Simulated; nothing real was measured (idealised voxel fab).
process module | voxel fin reveal
cross-section cut | 295 nm wide | cells 5 nm
A cross-section is a grid of square cells, given in bands from the top down. A band is one or more rows of cells.
Each band's line starts with the height of the band's top and of its bottom, in nm. Then come its materials from left to right, each with its width in nm. One material with "throughout" fills the band from edge to edge. "air" is empty space.
Height 0 is the level under which the wafer as received is all one material. The lowest band goes on downwards, as in "0 down".
A width such as "30 to 40" changes by the same amount from each row of cells to the next, from the band's top row to its bottom row.
"no change" after a step means that no cell of the cross-section changed.
closed voids: empty space of 8 cells or more with no open way to the top, each as width x height at its distance from the left edge, in nm
after a step's settings: what the simulator itself notes on the step
overlay nm, on a step with a mask: how far to the right of its planned place the mask lay; to the left if negative
plan
1 op RECEIVE | material Si
2 op CONFORMAL_DEP | material SiN | thk nm 5
3 op MASKED_ETCH | tone cover | mask id FINS | width nm 15 | pitch nm 45 | etch materials SiN | depth nm 5 | overlay nm 0
4 op MASKED_ETCH | tone cover | mask id FINS | width nm 15 | pitch nm 45 | etch materials Si | depth nm 30 | overlay nm 0
5 op OXIDIZE | depth nm 5
6 op FILL_DEP | material SiO2 | thk nm 5
7 op CMP | height nm 5
8 op SELECTIVE_ETCH | etch materials SiO2 | depth nm 25
9 op STRIP | etch materials SiN
first wafer, as planned
as received, after step 1
  0 down: Si throughout
  closed voids: none
after step 2
  5 to 0: SiN throughout
  below 0: unchanged
after step 3
  5 to 0: air 95 | SiN 15 | air 30 | SiN 15 | air 30 | SiN 15 | air 95
  below 0: unchanged
after step 4
  5 to 0: air 95 | SiN 15 | air 30 | SiN 15 | air 30 | SiN 15 | air 95
  0 to -30: air 95 | Si 15 | air 30 | Si 15 | air 30 | Si 15 | air 95
  below -30: unchanged
after step 5
  5 to 0: air 95 | SiN 15 | air 30 | SiN 15 | air 30 | SiN 15 | air 95
  0 to -30: air 95 | SiO2 5 | Si 5 | SiO2 5 | air 30 | SiO2 5 | Si 5 | SiO2 5 | air 30 | SiO2 5 | Si 5 | SiO2 5 | air 95
  -30 to -35: SiO2 100 | Si 5 | SiO2 40 | Si 5 | SiO2 40 | Si 5 | SiO2 100
  below -35: unchanged
after step 6
  10 to 5: SiO2 throughout
  5 to 0: SiO2 95 | SiN 15 | SiO2 30 | SiN 15 | SiO2 30 | SiN 15 | SiO2 95
  0 to -35: SiO2 100 | Si 5 | SiO2 40 | Si 5 | SiO2 40 | Si 5 | SiO2 100
  below -35: unchanged
after step 7
  5 to 0: SiO2 95 | SiN 15 | SiO2 30 | SiN 15 | SiO2 30 | SiN 15 | SiO2 95
  below 0: unchanged
after step 8
  5 to 0: air 95 | SiN 15 | air 30 | SiN 15 | air 30 | SiN 15 | air 95
  0 to -20: air 100 | Si 5 | air 40 | Si 5 | air 40 | Si 5 | air 100
  below -20: unchanged
after step 9
  0 to -20: air 100 | Si 5 | air 40 | Si 5 | air 40 | Si 5 | air 100
  below -20: unchanged
second wafer: like start, like plan, one mistake. Through step 2 it matches the first wafer
when step 3 should have ended
  5 to 0: SiN 95 | air 15 | SiN 30 | air 15 | SiN 30 | air 15 | SiN 95
  below 0: unchanged
when step 4 should have ended: no change
when step 5 should have ended
  5 to 0: SiN 95 | air 15 | SiN 30 | air 15 | SiN 30 | air 15 | SiN 95
  0 to -5: Si 90 | SiO2 25 | Si 20 | SiO2 25 | Si 20 | SiO2 25 | Si 90
  below -5: unchanged
when step 6 should have ended
  10 to 5: SiO2 throughout
  5 to 0: SiN 95 | SiO2 15 | SiN 30 | SiO2 15 | SiN 30 | SiO2 15 | SiN 95
  below 0: unchanged
when step 7 should have ended
  5 to 0: SiN 95 | SiO2 15 | SiN 30 | SiO2 15 | SiN 30 | SiO2 15 | SiN 95
  below 0: unchanged
when step 8 should have ended
  5 to 0: SiN 95 | air 15 | SiN 30 | air 15 | SiN 30 | air 15 | SiN 95
  0 to -5: Si 90 | air 25 | Si 20 | air 25 | Si 20 | air 25 | Si 90
  below -5: unchanged
when step 9 should have ended
  0 to -5: Si 90 | air 25 | Si 20 | air 25 | Si 20 | air 25 | Si 90
  below -5: unchanged
what went wrong: step 3 ran as: op MASKED_ETCH | tone open | mask id FINS | width nm 15 | pitch nm 45 | etch materials SiN | depth nm 5 | overlay nm 0
at the end the second wafer has, in cells: 377 more of Si | 168 fewer of SiO2
